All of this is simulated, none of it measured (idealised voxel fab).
voxel released beams: a process module
In the cross-section labelled cut, the width is 215 nm and each square cell is 5 nm.
A cross-section is written here as square cells arranged in a grid, and it is given in bands from the top down, each band taking up one or more rows of cells.
Within each band entry, the heights of the top and of the bottom of the band appear first, in that order and in nm; the materials of the band then follow from left to right, each with its corresponding width in nm. The designation "all across" on a single material indicates that it fills the band from edge to edge; the designation "empty" indicates empty space.
Note: height 0 marks the level under which the wafer is uniformly one material as received. Lowest band unbounded below, written "0..down".
A width such as "30..40" changes by the same amount from each row of cells to the next, from the band's top row to its bottom row.
"stayed the same" (step): cross-section cells unchanged, all of them.
The list in "Completely sealed voids" covers empty spaces of 8 cells or more that cannot reach the top through any open way, and it gives each as width x height at distance; the distance is from the left edge, and width, height and distance are in nm.
Step line, after settings: the simulator's comment on this step.
Among the settings permitted on a step's line is "overlay nm"; applied to a step with a mask, it specifies the extent to which the mask lay to the right of its planned position, whereas a negative figure signifies a position to the left.
### Process steps foreseen in the plan
1,RECEIVE [material Si]
2,CONFORMAL_DEP [material Al2O3] [thk nm 5]
3,DIRECTIONAL_DEP [material SiO2] [thk nm 10]
4,PATTERN [tone open] [mask id ANCHOR] [material resist] [width nm 45] [thk nm 20] [overlay nm 0]
5,DIRECTIONAL_ETCH [etch materials SiO2] [depth nm 10]
6,STRIP [etch materials resist]
7,CONFORMAL_DEP [material W] [thk nm 15]
8,MASKED_ETCH [tone cover] [mask id BEAM] [width nm 130] [etch materials W] [depth nm 15] [overlay nm 0]
9,STRIP [etch materials SiO2]
### Cross-section of the wafer upon arrival, representing the state reached after step 1
	0..down  Si all across
	Completely sealed voids: none
### Looking at the first of two wafers in cross-section at end of module - ran to plan
	30..20  empty 40 nm  W 20 nm  empty 15 nm  W 95 nm  empty 45 nm
	20..15  empty 40 nm  W 130 nm  empty 45 nm
	15..5  empty 45 nm  W 45 nm  empty 125 nm
	5..0  Al2O3 all across
	0..down  Si all across
	Completely sealed voids: none
### Cross-sectional view of the second of two wafers upon completion of the module. This wafer shared its starting condition and process plan with the first; one error was made during its execution
	0..down  Si all across
	Completely sealed voids: none
Misprocessing identified: step 2 ran with different settings than intended, the actual operation and settings being CONFORMAL_DEP [material SiO2] [thk nm 5]
The closing comparison, in cells, has the second wafer with more or fewer of some materials than the first: Al2O3: 43 fewer, W: 90 fewer
